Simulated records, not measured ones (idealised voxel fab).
The document below concerns the process module designated voxel air gaps.
We display cut, a cross-section 300 nm in width whose square cells are each 5 nm.
For the purposes of this document, a cross-section shall be understood as a grid of square cells, specified as bands listed in top-to-bottom order, each band consisting of one or more rows of cells. Top, bottom (nm), then materials left to right with widths (nm); lone material tagged "throughout" fills the whole band edge to edge; "empty" = empty space. Heads up on the height convention: 0 is the point under which the incoming wafer is all one material, and the lowest band has no bottom, it just keeps going down, like "0 -> down". Width "30->40": first value at the band's top row of cells, second value at its bottom row, equal change from row to row. Reading "nothing changed" for a step: not a cell of the cross-section changed in it. Encapsulated voids: empty space of 8 cells or more with no open way to the top, each as width x height at its distance from the left edge, in nm. Anything after a step's settings on that line? It's the simulator's own note about the step. Each step line may optionally specify "overlay nm", which for a step with a mask gives the rightward distance between the mask's planned place and where it lay, a negative value indicating the leftward direction.

# Here's what the planned process steps look like
1,op RECEIVE | material Si
2,op CONFORMAL_DEP | material SiO2 | thk nm 10
3,op CONFORMAL_DEP | material SiN | thk nm 5
4,op DIRECTIONAL_DEP | material SiO2 | thk nm 35
5,op MASKED_ETCH | tone open | mask id LINES | width nm 15 | pitch nm 40 | etch materials SiO2 | depth nm 35 | overlay nm 0
6,op CONFORMAL_DEP | material TiN | thk nm 5
7,op FILL_DEP | material W | thk nm 10
8,op CMP | height nm 50
9,op EPI | material Ru | thk nm 10
10,op SELECTIVE_ETCH | etch materials SiO2 | depth nm 45
11,op CONFORMAL_DEP | material SiCN | thk nm 5

# This is the cross-section of the wafer as we received it, i.e. after step 1
0 -> down = Si throughout
Encapsulated voids: none

# Cross-section: first of two wafers, module finished, run according to plan
65 -> 60 = 65 empty, 165 SiCN, 70 empty
60 -> 50 = 65 empty, 5 SiCN, 35 Ru, 5 SiCN, 35 Ru, 5 SiCN, 35 Ru, 5 SiCN, 35 Ru, 5 SiCN, 70 empty
50 -> 45 = 65 empty, 15 SiCN, 5 TiN, 5 W, 5 TiN, 25 SiCN, 5 TiN, 5 W, 5 TiN, 25 SiCN, 5 TiN, 5 W, 5 TiN, 25 SiCN, 5 TiN, 5 W, 5 TiN, 15 SiCN, 70 empty
45 -> 20 = 75 empty, 5 SiCN, 5 TiN, 5 W, 5 TiN, 5 SiCN, 15 empty, 5 SiCN, 5 TiN, 5 W, 5 TiN, 5 SiCN, 15 empty, 5 SiCN, 5 TiN, 5 W, 5 TiN, 5 SiCN, 15 empty, 5 SiCN, 5 TiN, 5 W, 5 TiN, 5 SiCN, 80 empty
20 -> 15 = 80 SiCN, 15 TiN, 25 SiCN, 15 TiN, 25 SiCN, 15 TiN, 25 SiCN, 15 TiN, 85 SiCN
15 -> 10 = SiN throughout
10 -> 0 = SiO2 throughout
0 -> down = Si throughout
Encapsulated voids: 15 x 25 at 100; 15 x 25 at 140; 15 x 25 at 180

# This is the second of the two wafers, cross-sectioned at the end of the module; it started exactly like the first and was given the same plan, but it was run with one mistake
65 -> 60 = 65 empty, 170 SiCN, 65 empty
60 -> 50 = 65 empty, 5 SiCN, 160 Ru, 5 SiCN, 65 empty
50 -> 45 = 65 empty, 15 SiCN, 5 TiN, 10 W, 5 TiN, 20 SiO2, 5 TiN, 10 W, 5 TiN, 20 SiO2, 5 TiN, 10 W, 5 TiN, 20 SiO2, 5 TiN, 10 W, 5 TiN, 15 SiCN, 65 empty
45 -> 20 = 75 empty, 5 SiCN, 5 TiN, 10 W, 5 TiN, 20 SiO2, 5 TiN, 10 W, 5 TiN, 20 SiO2, 5 TiN, 10 W, 5 TiN, 20 SiO2, 5 TiN, 10 W, 5 TiN, 5 SiCN, 75 empty
20 -> 15 = 80 SiCN, 20 TiN, 20 SiO2, 20 TiN, 20 SiO2, 20 TiN, 20 SiO2, 20 TiN, 80 SiCN
15 -> 10 = SiN throughout
10 -> 0 = SiO2 throughout
0 -> down = Si throughout
Encapsulated voids: none
The mistake made against the process plan was this: step 5 off recipe, ran as op MASKED_ETCH | tone open | mask id LINES | width nm 20 | pitch nm 40 | etch materials SiO2 | depth nm 35 | overlay nm 0
In the final state, the cell counts of the second wafer exceed or fall short of those of the first for the following materials: Ru +8; SiCN -66; SiO2 +84; TiN +4; W +24
Wafer, first: 3 closed voids at end. Wafer, second: 0.
